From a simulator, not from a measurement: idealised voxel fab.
The following process module bears the name voxel self aligned vias.
Pictured: cross-section cut, 160 nm wide, on a grid of 5 nm square cells.
Bands, listed from the top down, are how a cross-section gets written in this document; the cross-section itself is a grid of square cells, and a band is one or more rows of them.
This entry defines a band. It first specifies the height of the band's top and the height of its bottom in nm, and then specifies the band's materials from left to right, stating each material with its width in nm. The word "edge to edge" identifies a single material that fills the band from edge to edge, while the word "blank" identifies empty space.
Convention: height 0 is the level below which the wafer, as received, is all one material. The lowest band does not terminate at the bottom but continues downward, represented as "0 nm and below".
You'd read "30 to 40" like this: the band's top row of cells is as wide as the first number, its bottom row is as wide as the second, and going down, every row changes width by the same amount as the row before did.
A step reported as "remained the same" is a step in which no cell of the cross-section changed.
"Sealed internal cavities" - sealed voids, min. 8 cells, no opening to top; format: width x height at distance (distance from left edge; nm throughout).
Step line, after settings: the simulator's comment on this step.
The line of a step may include "overlay nm". On a step with a mask, this value is how far to the right of its planned place the mask lay. A negative value means the mask lay to the left.

List of planned process steps:
- 1: RECEIVE, material Si
- 2: CONFORMAL_DEP, material SiO2, thk nm 15
- 3: CONFORMAL_DEP, material SiCN, thk nm 5
- 4: DIRECTIONAL_DEP, material SiO2, thk nm 25
- 5: MASKED_ETCH, tone open, mask id LINES, width nm 25, pitch nm 50, etch materials SiO2, depth nm 25, overlay nm 0
- 6: CONFORMAL_DEP, material TiN, thk nm 5
- 7: FILL_DEP, material Ru, thk nm 10
- 8: CMP, height nm 45
- 9: SELECTIVE_ETCH, etch materials W Ru TiN, depth nm 10
- 10: FILL_DEP, material SiN, thk nm 5
- 11: CMP, height nm 45
- 12: DIRECTIONAL_DEP, material SiO2, thk nm 20
- 13: PATTERN, tone open, mask id VIAS, material resist, width nm 35, pitch nm 50, thk nm 20, overlay nm 0
- 14: DIRECTIONAL_ETCH, etch materials SiO2, depth nm 20
- 15: DIRECTIONAL_ETCH, etch materials SiN, depth nm 10
- 16: STRIP, etch materials resist
- 17: CONFORMAL_DEP, material TiN, thk nm 5
- 18: FILL_DEP, material W, thk nm 10
- 19: CMP, height nm 65
- 20: CONFORMAL_DEP, material SiCN, thk nm 5

Cross-section: wafer on arrival = after step 1:
	0 nm and below | Si edge to edge
	Sealed internal cavities: none

Result of the module, cross-sectioned: start per above, plan per above, one error in how it was run:
	70 nm to 65 nm | SiCN edge to edge
	65 nm to 50 nm | 35 SiO2 / 5 TiN / 25 W / 5 TiN / 15 SiO2 / 5 TiN / 25 W / 5 TiN / 40 SiO2
	50 nm to 40 nm | 35 to 40 SiO2 / 10 to 5 TiN / 20 W / 5 TiN / 15 to 20 SiO2 / 10 to 5 TiN / 20 W / 5 TiN / 40 SiO2
	40 nm to 35 nm | 40 SiO2 / 30 TiN / 20 SiO2 / 30 TiN / 40 SiO2
	35 nm to 25 nm | 40 SiO2 / 5 TiN / 20 Ru / 5 TiN / 20 SiO2 / 5 TiN / 20 Ru / 5 TiN / 40 SiO2
	25 nm to 20 nm | 40 SiO2 / 30 TiN / 20 SiO2 / 30 TiN / 40 SiO2
	20 nm to 15 nm | SiCN edge to edge
	15 nm to 0 nm | SiO2 edge to edge
	0 nm and below | Si edge to edge
	Sealed internal cavities: none
Which mistake was made when the wafer was run? for step 5, the planned setting was not used; the step was instead run as MASKED_ETCH, tone open, mask id LINES, width nm 30, pitch nm 50, etch materials SiO2, depth nm 25, overlay nm 0
